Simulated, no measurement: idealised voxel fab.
A process module follows: voxel fin reveal.
Section cut is 260 nm wide and gridded with 5 nm square cells.
Heads up, the way a cross-section reads in here is a grid of square cells, handed over as bands from the top down, with every band being one or more rows of cells. Band: top height; bottom height; in nm. Then, left to right: material with width in nm, for each material. "everywhere": a single material spanning edge to edge. "empty": empty space. Counting heights begins at 0, where everything beneath is, in the wafer as received, one material. The lowest band has no bottom; it goes on downwards, as "top 0, no bottom" shows. You'd read "30->40" like this: the band's top row of cells is as wide as the first number, its bottom row is as wide as the second, and going down, every row changes width by the same amount as the row before did. "no modification" for a step: no cell of the cross-section changed in that step. Listed in "Internal closed voids": every empty space of 8 or more cells without an open way to the top. Form: width x height at distance, the distance being from the left edge, all in nm. Where a step's line continues beyond its settings, the continuation is a remark by the simulator itself on that step. On any step carrying a mask, the "overlay nm" setting, if present on the step's line, tells how far right of its planned place the mask lay; negative values point to the left.
### The process steps that were planned are listed below
1,RECEIVE | material Si
2,CONFORMAL_DEP | material SiN | thk nm 10
3,PATTERN | tone cover | mask id FINS | material resist | width nm 15 | pitch nm 35 | thk nm 20 | overlay nm 0
4,DIRECTIONAL_ETCH | etch materials SiN | depth nm 10
5,DIRECTIONAL_ETCH | etch materials Si | depth nm 30
6,STRIP | etch materials resist
7,OXIDIZE | depth nm 5
8,FILL_DEP | material SiO2 | thk nm 10
9,CMP | height nm 10
10,SELECTIVE_ETCH | etch materials SiO2 | depth nm 25
11,STRIP | etch materials SiN
### First of two wafers, with the run carried out as planned
### Cross-section of the wafer as it came to us, i.e., already through step 1
  top 0, no bottom | Si everywhere
  Internal closed voids: none
### Presented here is a cross-section of the wafer after step 2 has been performed
  top 10, bottom 0 | SiN everywhere
  Lower than 0, everything is as it was.
### Presented here is a cross-section of the wafer after step 3 has been performed
  top 30, bottom 10 | 70 empty, then 15 resist, then 20 empty, then 15 resist, then 20 empty, then 15 resist, then 20 empty, then 15 resist, then 70 empty
  Lower than 10, everything is as it was.
### Presented here is a cross-section of the wafer after step 4 has been performed
  top 30, bottom 10 | 70 empty, then 15 resist, then 20 empty, then 15 resist, then 20 empty, then 15 resist, then 20 empty, then 15 resist, then 70 empty
  top 10, bottom 0 | 70 empty, then 15 SiN, then 20 empty, then 15 SiN, then 20 empty, then 15 SiN, then 20 empty, then 15 SiN, then 70 empty
  Lower than 0, everything is as it was.
### Presented here is a cross-section of the wafer after step 5 has been performed
  top 30, bottom 10 | 70 empty, then 15 resist, then 20 empty, then 15 resist, then 20 empty, then 15 resist, then 20 empty, then 15 resist, then 70 empty
  top 10, bottom 0 | 70 empty, then 15 SiN, then 20 empty, then 15 SiN, then 20 empty, then 15 SiN, then 20 empty, then 15 SiN, then 70 empty
  top 0, bottom -30 | 70 empty, then 15 Si, then 20 empty, then 15 Si, then 20 empty, then 15 Si, then 20 empty, then 15 Si, then 70 empty
  Lower than -30, everything is as it was.
### Presented here is a cross-section of the wafer after step 6 has been performed
  top 10, bottom 0 | 70 empty, then 15 SiN, then 20 empty, then 15 SiN, then 20 empty, then 15 SiN, then 20 empty, then 15 SiN, then 70 empty
  Lower than 0, everything is as it was.
### Presented here is a cross-section of the wafer after step 7 has been performed
  top 10, bottom 0 | 70 empty, then 15 SiN, then 20 empty, then 15 SiN, then 20 empty, then 15 SiN, then 20 empty, then 15 SiN, then 70 empty
  top 0, bottom -30 | 70 empty, then 5 SiO2, then 5 Si, then 5 SiO2, then 20 empty, then 5 SiO2, then 5 Si, then 5 SiO2, then 20 empty, then 5 SiO2, then 5 Si, then 5 SiO2, then 20 empty, then 5 SiO2, then 5 Si, then 5 SiO2, then 70 empty
  top -30, bottom -35 | 75 SiO2, then 5 Si, then 30 SiO2, then 5 Si, then 30 SiO2, then 5 Si, then 30 SiO2, then 5 Si, then 75 SiO2
  Lower than -35, everything is as it was.
### Presented here is a cross-section of the wafer after step 8 has been performed
  top 20, bottom 10 | SiO2 everywhere
  top 10, bottom 0 | 70 SiO2, then 15 SiN, then 20 SiO2, then 15 SiN, then 20 SiO2, then 15 SiN, then 20 SiO2, then 15 SiN, then 70 SiO2
  top 0, bottom -35 | 75 SiO2, then 5 Si, then 30 SiO2, then 5 Si, then 30 SiO2, then 5 Si, then 30 SiO2, then 5 Si, then 75 SiO2
  Lower than -35, everything is as it was.
### Presented here is a cross-section of the wafer after step 9 has been performed
  top 10, bottom 0 | 70 SiO2, then 15 SiN, then 20 SiO2, then 15 SiN, then 20 SiO2, then 15 SiN, then 20 SiO2, then 15 SiN, then 70 SiO2
  Lower than 0, everything is as it was.
### Presented here is a cross-section of the wafer after step 10 has been performed
  top 10, bottom 0 | 70 empty, then 15 SiN, then 20 empty, then 15 SiN, then 20 empty, then 15 SiN, then 20 empty, then 15 SiN, then 70 empty
  top 0, bottom -15 | 75 empty, then 5 Si, then 30 empty, then 5 Si, then 30 empty, then 5 Si, then 30 empty, then 5 Si, then 75 empty
  Lower than -15, everything is as it was.
### Presented here is a cross-section of the wafer after step 11 has been performed
  top 0, bottom -15 | 75 empty, then 5 Si, then 30 empty, then 5 Si, then 30 empty, then 5 Si, then 30 empty, then 5 Si, then 75 empty
  Lower than -15, everything is as it was.
### Second wafer, same starting state and plan as the first, one mistake in the run, identical through step 2
### X-section, second wafer, when step 3 was due to finish
  top 30, bottom 10 | 75 empty, then 15 resist, then 20 empty, then 15 resist, then 20 empty, then 15 resist, then 20 empty, then 15 resist, then 65 empty
  Lower than 10, everything is as it was.
### X-section, second wafer, when step 4 was due to finish
  top 30, bottom 10 | 75 empty, then 15 resist, then 20 empty, then 15 resist, then 20 empty, then 15 resist, then 20 empty, then 15 resist, then 65 empty
  top 10, bottom 0 | 75 empty, then 15 SiN, then 20 empty, then 15 SiN, then 20 empty, then 15 SiN, then 20 empty, then 15 SiN, then 65 empty
  Lower than 0, everything is as it was.
### X-section, second wafer, when step 5 was due to finish
  top 30, bottom 10 | 75 empty, then 15 resist, then 20 empty, then 15 resist, then 20 empty, then 15 resist, then 20 empty, then 15 resist, then 65 empty
  top 10, bottom 0 | 75 empty, then 15 SiN, then 20 empty, then 15 SiN, then 20 empty, then 15 SiN, then 20 empty, then 15 SiN, then 65 empty
  top 0, bottom -30 | 75 empty, then 15 Si, then 20 empty, then 15 Si, then 20 empty, then 15 Si, then 20 empty, then 15 Si, then 65 empty
  Lower than -30, everything is as it was.
### X-section, second wafer, when step 6 was due to finish
  top 10, bottom 0 | 75 empty, then 15 SiN, then 20 empty, then 15 SiN, then 20 empty, then 15 SiN, then 20 empty, then 15 SiN, then 65 empty
  Lower than 0, everything is as it was.
### X-section, second wafer, when step 7 was due to finish
  top 10, bottom 0 | 75 empty, then 15 SiN, then 20 empty, then 15 SiN, then 20 empty, then 15 SiN, then 20 empty, then 15 SiN, then 65 empty
  top 0, bottom -30 | 75 empty, then 5 SiO2, then 5 Si, then 5 SiO2, then 20 empty, then 5 SiO2, then 5 Si, then 5 SiO2, then 20 empty, then 5 SiO2, then 5 Si, then 5 SiO2, then 20 empty, then 5 SiO2, then 5 Si, then 5 SiO2, then 65 empty
  top -30, bottom -35 | 80 SiO2, then 5 Si, then 30 SiO2, then 5 Si, then 30 SiO2, then 5 Si, then 30 SiO2, then 5 Si, then 70 SiO2
  Lower than -35, everything is as it was.
### X-section, second wafer, when step 8 was due to finish
  top 20, bottom 10 | SiO2 everywhere
  top 10, bottom 0 | 75 SiO2, then 15 SiN, then 20 SiO2, then 15 SiN, then 20 SiO2, then 15 SiN, then 20 SiO2, then 15 SiN, then 65 SiO2
  top 0, bottom -35 | 80 SiO2, then 5 Si, then 30 SiO2, then 5 Si, then 30 SiO2, then 5 Si, then 30 SiO2, then 5 Si, then 70 SiO2
  Lower than -35, everything is as it was.
### X-section, second wafer, when step 9 was due to finish
  top 10, bottom 0 | 75 SiO2, then 15 SiN, then 20 SiO2, then 15 SiN, then 20 SiO2, then 15 SiN, then 20 SiO2, then 15 SiN, then 65 SiO2
  Lower than 0, everything is as it was.
### X-section, second wafer, when step 10 was due to finish
  top 10, bottom 0 | 75 empty, then 15 SiN, then 20 empty, then 15 SiN, then 20 empty, then 15 SiN, then 20 empty, then 15 SiN, then 65 empty
  top 0, bottom -15 | 80 empty, then 5 Si, then 30 empty, then 5 Si, then 30 empty, then 5 Si, then 30 empty, then 5 Si, then 70 empty
  Lower than -15, everything is as it was.
### X-section, second wafer, when step 11 was due to finish
  top 0, bottom -15 | 80 empty, then 5 Si, then 30 empty, then 5 Si, then 30 empty, then 5 Si, then 30 empty, then 5 Si, then 70 empty
  Lower than -15, everything is as it was.
What was the processing mistake? in deviation from the planned setting, step 3 was conducted as PATTERN | tone cover | mask id FINS | material resist | width nm 15 | pitch nm 35 | thk nm 20 | overlay nm 5
Cell counts per material: same on both final wafers. Positions: different.
